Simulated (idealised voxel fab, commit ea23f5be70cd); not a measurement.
Process module in this document: voxel capacitor over wiring
Pictured: cross-section cut, 225 nm wide, on a grid of 5 nm square cells.
A cross-section in this document is a grid of square cells, and it is written down as bands, the top band listed before the ones below it; a band is made up of one or more rows of cells. Within each band entry, the heights of the top and of the bottom of the band appear first, in that order and in nm; the materials of the band then follow from left to right, each with its corresponding width in nm. The designation "edge to edge" on a single material indicates that it fills the band from edge to edge; the designation "blank" indicates empty space. Heights are expressed relative to 0, this being the level below which the as-received wafer comprises one material exclusively. The lowest band is unbounded in the downward direction and is denoted as in "0 down". With a width like "30..40", each row of cells in the band differs from the next by the same amount, the top row carrying the first number and the bottom row the second. Step marked "no alterations made"? Then no cell in the cross-section changed in it. Any empty space of 8 cells or more lacking an open way to the top shows up in "Unvented voids" as width x height at distance, distance from the left edge, in nm. If you see something after the settings on a step's line, that's the simulator's own remark about that step. For masked steps, "overlay nm" on the step line gives how far right of plan the mask actually lay; a minus sign means it lay to the left.
### Planned process steps
1. RECEIVE: material Si
2. CONFORMAL_DEP: material SiO2, thk nm 10
3. DIRECTIONAL_DEP: material TiN, thk nm 5
4. DIRECTIONAL_DEP: material Ru, thk nm 20
5. PATTERN: tone cover, mask id METAL_1, material resist, width nm 25, pitch nm 85, thk nm 15, overlay nm 0
6. DIRECTIONAL_ETCH: etch materials Ru, depth nm 20
7. DIRECTIONAL_ETCH: etch materials TiN, depth nm 5
8. STRIP: etch materials resist
9. CONFORMAL_DEP: material SiN, thk nm 5
10. FILL_DEP: material SiO2, thk nm 5
11. CMP: height nm 35
12. CONFORMAL_DEP: material SiCN, thk nm 5
13. DIRECTIONAL_DEP: material lowk, thk nm 20
14. DIRECTIONAL_DEP: material aC, thk nm 15
15. PATTERN: tone open, mask id PLUG_1, material resist, width nm 15, thk nm 30, overlay nm 0
16. DIRECTIONAL_ETCH: etch materials aC, depth nm 15
17. STRIP: etch materials resist
18. DIRECTIONAL_ETCH: etch materials lowk, depth nm 20
19. DIRECTIONAL_ETCH: etch materials SiCN, depth nm 5
20. STRIP: etch materials aC
21. CONFORMAL_DEP: material TiN, thk nm 5
22. FILL_DEP: material W, thk nm 5
23. CMP: height nm 60
24. DIRECTIONAL_DEP: material TiN, thk nm 10
25. DIRECTIONAL_DEP: material SiN, thk nm 5
26. DIRECTIONAL_DEP: material TiN, thk nm 10
27. MASKED_ETCH: tone cover, mask id UPPER_PLATE, width nm 65, etch materials TiN, depth nm 10, overlay nm 0
28. MASKED_ETCH: tone cover, mask id UPPER_PLATE, width nm 65, etch materials SiN, depth nm 5, overlay nm 0
29. DIRECTIONAL_DEP: material aC, thk nm 15
30. PATTERN: tone cover, mask id LOWER_PLATE, material resist, width nm 75, thk nm 30, overlay nm 0
31. DIRECTIONAL_ETCH: etch materials aC, depth nm 15
32. STRIP: etch materials resist
33. DIRECTIONAL_ETCH: etch materials TiN, depth nm 10
34. STRIP: etch materials aC
35. FILL_DEP: material SiO2, thk nm 15
36. CMP: height nm 95
37. PATTERN: tone open, mask id PLUG_2, material resist, width nm 15, thk nm 15, overlay nm 0
38. DIRECTIONAL_ETCH: etch materials SiO2, depth nm 10
39. STRIP: etch materials resist
40. CONFORMAL_DEP: material TiN, thk nm 5
41. FILL_DEP: material Cu, thk nm 10
42. CMP: height nm 95
43. CONFORMAL_DEP: material SiCN, thk nm 5
### First out of two wafers; run went to plan
### Cross-section, incoming material, after step 1
	0 down | Si edge to edge
	Unvented voids: none
### Presented here is a cross-section of the wafer after step 2 has been performed
	10 to 0 | SiO2 edge to edge
	Below 0 it's all the same as before, nothing changed down there.
### Presented here is a cross-section of the wafer after step 3 has been performed
	15 to 10 | TiN edge to edge
	Below 10 it's all the same as before, nothing changed down there.
### Presented here is a cross-section of the wafer after step 4 has been performed
	35 to 15 | Ru edge to edge
	Below 15 it's all the same as before, nothing changed down there.
### Presented here is a cross-section of the wafer after step 5 has been performed
	50 to 35 | blank=55 | resist=25 | blank=60 | resist=25 | blank=60
	Below 35 it's all the same as before, nothing changed down there.
### Presented here is a cross-section of the wafer after step 6 has been performed
	50 to 35 | blank=55 | resist=25 | blank=60 | resist=25 | blank=60
	35 to 15 | blank=55 | Ru=25 | blank=60 | Ru=25 | blank=60
	Below 15 it's all the same as before, nothing changed down there.
### Presented here is a cross-section of the wafer after step 7 has been performed
	50 to 35 | blank=55 | resist=25 | blank=60 | resist=25 | blank=60
	35 to 15 | blank=55 | Ru=25 | blank=60 | Ru=25 | blank=60
	15 to 10 | blank=55 | TiN=25 | blank=60 | TiN=25 | blank=60
	Below 10 it's all the same as before, nothing changed down there.
### Presented here is a cross-section of the wafer after step 8 has been performed
	35 to 15 | blank=55 | Ru=25 | blank=60 | Ru=25 | blank=60
	Below 15 it's all the same as before, nothing changed down there.
### Presented here is a cross-section of the wafer after step 9 has been performed
	40 to 35 | blank=50 | SiN=35 | blank=50 | SiN=35 | blank=55
	35 to 15 | blank=50 | SiN=5 | Ru=25 | SiN=5 | blank=50 | SiN=5 | Ru=25 | SiN=5 | blank=55
	15 to 10 | SiN=55 | TiN=25 | SiN=60 | TiN=25 | SiN=60
	Below 10 it's all the same as before, nothing changed down there.
### Presented here is a cross-section of the wafer after step 10 has been performed
	45 to 40 | SiO2 edge to edge
	40 to 35 | SiO2=50 | SiN=35 | SiO2=50 | SiN=35 | SiO2=55
	35 to 15 | SiO2=50 | SiN=5 | Ru=25 | SiN=5 | SiO2=50 | SiN=5 | Ru=25 | SiN=5 | SiO2=55
	Below 15 it's all the same as before, nothing changed down there.
### Presented here is a cross-section of the wafer after step 11 has been performed
	35 to 15 | SiO2=50 | SiN=5 | Ru=25 | SiN=5 | SiO2=50 | SiN=5 | Ru=25 | SiN=5 | SiO2=55
	Below 15 it's all the same as before, nothing changed down there.
### Presented here is a cross-section of the wafer after step 12 has been performed
	40 to 35 | SiCN edge to edge
	Below 35 it's all the same as before, nothing changed down there.
### Presented here is a cross-section of the wafer after step 13 has been performed
	60 to 40 | lowk edge to edge
	Below 40 it's all the same as before, nothing changed down there.
### Presented here is a cross-section of the wafer after step 14 has been performed
	75 to 60 | aC edge to edge
	Below 60 it's all the same as before, nothing changed down there.
### Presented here is a cross-section of the wafer after step 15 has been performed
	105 to 75 | resist=65 | blank=15 | resist=145
	Below 75 it's all the same as before, nothing changed down there.
### Presented here is a cross-section of the wafer after step 16 has been performed
	90 to 75 | resist=65 | blank=15 | resist=145
	75 to 60 | aC=65 | blank=15 | aC=145
	Below 60 it's all the same as before, nothing changed down there.
### Presented here is a cross-section of the wafer after step 17 has been performed
	75 to 60 | aC=65 | blank=15 | aC=145
	Below 60 it's all the same as before, nothing changed down there.
### Presented here is a cross-section of the wafer after step 18 has been performed
	75 to 60 | aC=65 | blank=15 | aC=145
	60 to 40 | lowk=65 | blank=15 | lowk=145
	Below 40 it's all the same as before, nothing changed down there.
### Presented here is a cross-section of the wafer after step 19 has been performed
	75 to 60 | aC=65 | blank=15 | aC=145
	60 to 40 | lowk=65 | blank=15 | lowk=145
	40 to 35 | SiCN=65 | blank=15 | SiCN=145
	Below 35 it's all the same as before, nothing changed down there.
### Presented here is a cross-section of the wafer after step 20 has been performed
	60 to 40 | lowk=65 | blank=15 | lowk=145
	Below 40 it's all the same as before, nothing changed down there.
### Presented here is a cross-section of the wafer after step 21 has been performed
	65 to 60 | TiN=70 | blank=5 | TiN=150
	60 to 40 | lowk=65 | TiN=5 | blank=5 | TiN=5 | lowk=145
	40 to 35 | SiCN=65 | TiN=15 | SiCN=145
	Below 35 it's all the same as before, nothing changed down there.
### Presented here is a cross-section of the wafer after step 22 has been performed
	70 to 65 | W edge to edge
	65 to 60 | TiN=70 | W=5 | TiN=150
	60 to 40 | lowk=65 | TiN=5 | W=5 | TiN=5 | lowk=145
	Below 40 it's all the same as before, nothing changed down there.
### Presented here is a cross-section of the wafer after step 23 has been performed
	60 to 40 | lowk=65 | TiN=5 | W=5 | TiN=5 | lowk=145
	Below 40 it's all the same as before, nothing changed down there.
### Presented here is a cross-section of the wafer after step 24 has been performed
	70 to 60 | TiN edge to edge
	Below 60 it's all the same as before, nothing changed down there.
### Presented here is a cross-section of the wafer after step 25 has been performed
	75 to 70 | SiN edge to edge
	Below 70 it's all the same as before, nothing changed down there.
### Presented here is a cross-section of the wafer after step 26 has been performed
	85 to 75 | TiN edge to edge
	Below 75 it's all the same as before, nothing changed down there.
### Presented here is a cross-section of the wafer after step 27 has been performed
	85 to 75 | blank=65 | TiN=65 | blank=95
	Below 75 it's all the same as before, nothing changed down there.
### Presented here is a cross-section of the wafer after step 28 has been performed
	85 to 75 | blank=65 | TiN=65 | blank=95
	75 to 70 | blank=65 | SiN=65 | blank=95
	Below 70 it's all the same as before, nothing changed down there.
### Presented here is a cross-section of the wafer after step 29 has been performed
	100 to 85 | blank=65 | aC=65 | blank=95
	85 to 75 | aC=65 | TiN=65 | aC=95
	75 to 70 | aC=65 | SiN=65 | aC=95
	Below 70 it's all the same as before, nothing changed down there.
### Presented here is a cross-section of the wafer after step 30 has been performed
	130 to 100 | blank=60 | resist=75 | blank=90
	100 to 85 | blank=60 | resist=5 | aC=65 | resist=5 | blank=90
	Below 85 it's all the same as before, nothing changed down there.
### Presented here is a cross-section of the wafer after step 31 has been performed
	115 to 100 | blank=60 | resist=75 | blank=90
	100 to 85 | blank=60 | resist=5 | aC=65 | resist=5 | blank=90
	85 to 75 | blank=60 | aC=5 | TiN=65 | aC=5 | blank=90
	75 to 70 | blank=60 | aC=5 | SiN=65 | aC=5 | blank=90
	Below 70 it's all the same as before, nothing changed down there.
### Presented here is a cross-section of the wafer after step 32 has been performed
	100 to 85 | blank=65 | aC=65 | blank=95
	Below 85 it's all the same as before, nothing changed down there.
### Presented here is a cross-section of the wafer after step 33 has been performed
	100 to 85 | blank=65 | aC=65 | blank=95
	85 to 75 | blank=60 | aC=5 | TiN=65 | aC=5 | blank=90
	75 to 70 | blank=60 | aC=5 | SiN=65 | aC=5 | blank=90
	70 to 60 | blank=60 | TiN=75 | blank=90
	Below 60 it's all the same as before, nothing changed down there.
### Presented here is a cross-section of the wafer after step 34 has been performed
	85 to 75 | blank=65 | TiN=65 | blank=95
	75 to 70 | blank=65 | SiN=65 | blank=95
	Below 70 it's all the same as before, nothing changed down there.
### Presented here is a cross-section of the wafer after step 35 has been performed
	100 to 85 | SiO2 edge to edge
	85 to 75 | SiO2=65 | TiN=65 | SiO2=95
	75 to 70 | SiO2=65 | SiN=65 | SiO2=95
	70 to 60 | SiO2=60 | TiN=75 | SiO2=90
	Below 60 it's all the same as before, nothing changed down there.
### Presented here is a cross-section of the wafer after step 36 has been performed
	95 to 85 | SiO2 edge to edge
	Below 85 it's all the same as before, nothing changed down there.
### Presented here is a cross-section of the wafer after step 37 has been performed
	110 to 95 | resist=75 | blank=15 | resist=135
	Below 95 it's all the same as before, nothing changed down there.
### Presented here is a cross-section of the wafer after step 38 has been performed
	110 to 95 | resist=75 | blank=15 | resist=135
	95 to 85 | SiO2=75 | blank=15 | SiO2=135
	Below 85 it's all the same as before, nothing changed down there.
### Presented here is a cross-section of the wafer after step 39 has been performed
	95 to 85 | SiO2=75 | blank=15 | SiO2=135
	Below 85 it's all the same as before, nothing changed down there.
### Presented here is a cross-section of the wafer after step 40 has been performed
	100 to 95 | TiN=80 | blank=5 | TiN=140
	95 to 90 | SiO2=75 | TiN=5 | blank=5 | TiN=5 | SiO2=135
	90 to 85 | SiO2=75 | TiN=15 | SiO2=135
	Below 85 it's all the same as before, nothing changed down there.
### Presented here is a cross-section of the wafer after step 41 has been performed
	110 to 100 | Cu edge to edge
	100 to 95 | TiN=80 | Cu=5 | TiN=140
	95 to 90 | SiO2=75 | TiN=5 | Cu=5 | TiN=5 | SiO2=135
	Below 90 it's all the same as before, nothing changed down there.
### Presented here is a cross-section of the wafer after step 42 has been performed
	95 to 90 | SiO2=75 | TiN=5 | Cu=5 | TiN=5 | SiO2=135
	Below 90 it's all the same as before, nothing changed down there.
### Presented here is a cross-section of the wafer after step 43 has been performed
	100 to 95 | SiCN edge to edge
	Below 95 it's all the same as before, nothing changed down there.
### The remaining wafer, second of the two, started like the first and was run to the same plan, except that one mistake was made along the way; the two coincide through step 12, inclusive
### Second wafer, sectioned view, at step 13's planned end time
	55 to 40 | lowk edge to edge
	Below 40 it's all the same as before, nothing changed down there.
### Second wafer, sectioned view, at step 14's planned end time
	70 to 55 | aC edge to edge
	Below 55 it's all the same as before, nothing changed down there.
### Second wafer, sectioned view, at step 15's planned end time
	100 to 70 | resist=65 | blank=15 | resist=145
	Below 70 it's all the same as before, nothing changed down there.
### Second wafer, sectioned view, at step 16's planned end time
	85 to 70 | resist=65 | blank=15 | resist=145
	70 to 55 | aC=65 | blank=15 | aC=145
	Below 55 it's all the same as before, nothing changed down there.
### Second wafer, sectioned view, at step 17's planned end time
	70 to 55 | aC=65 | blank=15 | aC=145
	Below 55 it's all the same as before, nothing changed down there.
### Second wafer, sectioned view, at step 18's planned end time
	70 to 55 | aC=65 | blank=15 | aC=145
	55 to 40 | lowk=65 | blank=15 | lowk=145
	Below 40 it's all the same as before, nothing changed down there.
### Second wafer, sectioned view, at step 19's planned end time
	70 to 55 | aC=65 | blank=15 | aC=145
	55 to 40 | lowk=65 | blank=15 | lowk=145
	40 to 35 | SiCN=65 | blank=15 | SiCN=145
	Below 35 it's all the same as before, nothing changed down there.
### Second wafer, sectioned view, at step 20's planned end time
	55 to 40 | lowk=65 | blank=15 | lowk=145
	Below 40 it's all the same as before, nothing changed down there.
### Second wafer, sectioned view, at step 21's planned end time
	60 to 55 | TiN=70 | blank=5 | TiN=150
	55 to 40 | lowk=65 | TiN=5 | blank=5 | TiN=5 | lowk=145
	40 to 35 | SiCN=65 | TiN=15 | SiCN=145
	Below 35 it's all the same as before, nothing changed down there.
### Second wafer, sectioned view, at step 22's planned end time
	65 to 60 | W edge to edge
	60 to 55 | TiN=70 | W=5 | TiN=150
	55 to 40 | lowk=65 | TiN=5 | W=5 | TiN=5 | lowk=145
	Below 40 it's all the same as before, nothing changed down there.
### Second wafer, sectioned view, at step 23's planned end time
	60 to 55 | TiN=70 | W=5 | TiN=150
	Below 55 it's all the same as before, nothing changed down there.
### Second wafer, sectioned view, at step 24's planned end time
	70 to 60 | TiN edge to edge
	Below 60 it's all the same as before, nothing changed down there.
### Second wafer, sectioned view, at step 25's planned end time
	75 to 70 | SiN edge to edge
	Below 70 it's all the same as before, nothing changed down there.
### Second wafer, sectioned view, at step 26's planned end time
	85 to 75 | TiN edge to edge
	Below 75 it's all the same as before, nothing changed down there.
### Second wafer, sectioned view, at step 27's planned end time
	85 to 75 | blank=65 | TiN=65 | blank=95
	Below 75 it's all the same as before, nothing changed down there.
### Second wafer, sectioned view, at step 28's planned end time
	85 to 75 | blank=65 | TiN=65 | blank=95
	75 to 70 | blank=65 | SiN=65 | blank=95
	Below 70 it's all the same as before, nothing changed down there.
### Second wafer, sectioned view, at step 29's planned end time
	100 to 85 | blank=65 | aC=65 | blank=95
	85 to 75 | aC=65 | TiN=65 | aC=95
	75 to 70 | aC=65 | SiN=65 | aC=95
	Below 70 it's all the same as before, nothing changed down there.
### Second wafer, sectioned view, at step 30's planned end time
	130 to 100 | blank=60 | resist=75 | blank=90
	100 to 85 | blank=60 | resist=5 | aC=65 | resist=5 | blank=90
	Below 85 it's all the same as before, nothing changed down there.
### Second wafer, sectioned view, at step 31's planned end time
	115 to 100 | blank=60 | resist=75 | blank=90
	100 to 85 | blank=60 | resist=5 | aC=65 | resist=5 | blank=90
	85 to 75 | blank=60 | aC=5 | TiN=65 | aC=5 | blank=90
	75 to 70 | blank=60 | aC=5 | SiN=65 | aC=5 | blank=90
	Below 70 it's all the same as before, nothing changed down there.
### Second wafer, sectioned view, at step 32's planned end time
	100 to 85 | blank=65 | aC=65 | blank=95
	Below 85 it's all the same as before, nothing changed down there.
### Second wafer, sectioned view, at step 33's planned end time
	100 to 85 | blank=65 | aC=65 | blank=95
	85 to 75 | blank=60 | aC=5 | TiN=65 | aC=5 | blank=90
	75 to 70 | blank=60 | aC=5 | SiN=65 | aC=5 | blank=90
	70 to 60 | blank=60 | TiN=75 | blank=90
	Below 60 it's all the same as before, nothing changed down there.
### Second wafer, sectioned view, at step 34's planned end time
	85 to 75 | blank=65 | TiN=65 | blank=95
	75 to 70 | blank=65 | SiN=65 | blank=95
	Below 70 it's all the same as before, nothing changed down there.
### Second wafer, sectioned view, at step 35's planned end time
	100 to 85 | SiO2 edge to edge
	85 to 75 | SiO2=65 | TiN=65 | SiO2=95
	75 to 70 | SiO2=65 | SiN=65 | SiO2=95
	70 to 60 | SiO2=60 | TiN=75 | SiO2=90
	Below 60 it's all the same as before, nothing changed down there.
### Second wafer, sectioned view, at step 36's planned end time
	95 to 85 | SiO2 edge to edge
	Below 85 it's all the same as before, nothing changed down there.
### Second wafer, sectioned view, at step 37's planned end time
	110 to 95 | resist=75 | blank=15 | resist=135
	Below 95 it's all the same as before, nothing changed down there.
### Second wafer, sectioned view, at step 38's planned end time
	110 to 95 | resist=75 | blank=15 | resist=135
	95 to 85 | SiO2=75 | blank=15 | SiO2=135
	Below 85 it's all the same as before, nothing changed down there.
### Second wafer, sectioned view, at step 39's planned end time
	95 to 85 | SiO2=75 | blank=15 | SiO2=135
	Below 85 it's all the same as before, nothing changed down there.
### Second wafer, sectioned view, at step 40's planned end time
	100 to 95 | TiN=80 | blank=5 | TiN=140
	95 to 90 | SiO2=75 | TiN=5 | blank=5 | TiN=5 | SiO2=135
	90 to 85 | SiO2=75 | TiN=15 | SiO2=135
	Below 85 it's all the same as before, nothing changed down there.
### Second wafer, sectioned view, at step 41's planned end time
	110 to 100 | Cu edge to edge
	100 to 95 | TiN=80 | Cu=5 | TiN=140
	95 to 90 | SiO2=75 | TiN=5 | Cu=5 | TiN=5 | SiO2=135
	Below 90 it's all the same as before, nothing changed down there.
### Second wafer, sectioned view, at step 42's planned end time
	95 to 90 | SiO2=75 | TiN=5 | Cu=5 | TiN=5 | SiO2=135
	Below 90 it's all the same as before, nothing changed down there.
### Second wafer, sectioned view, at step 43's planned end time
	100 to 95 | SiCN edge to edge
	Below 95 it's all the same as before, nothing changed down there.
Nonconformance to the process plan: it should be noted that step 13 was executed with settings other than those planned, the operation and settings actually applied being DIRECTIONAL_DEP: material lowk, thk nm 15
FYI, end of process, the second wafer has more or fewer cells of some materials than the first: 42 more of TiN; 42 fewer of lowk
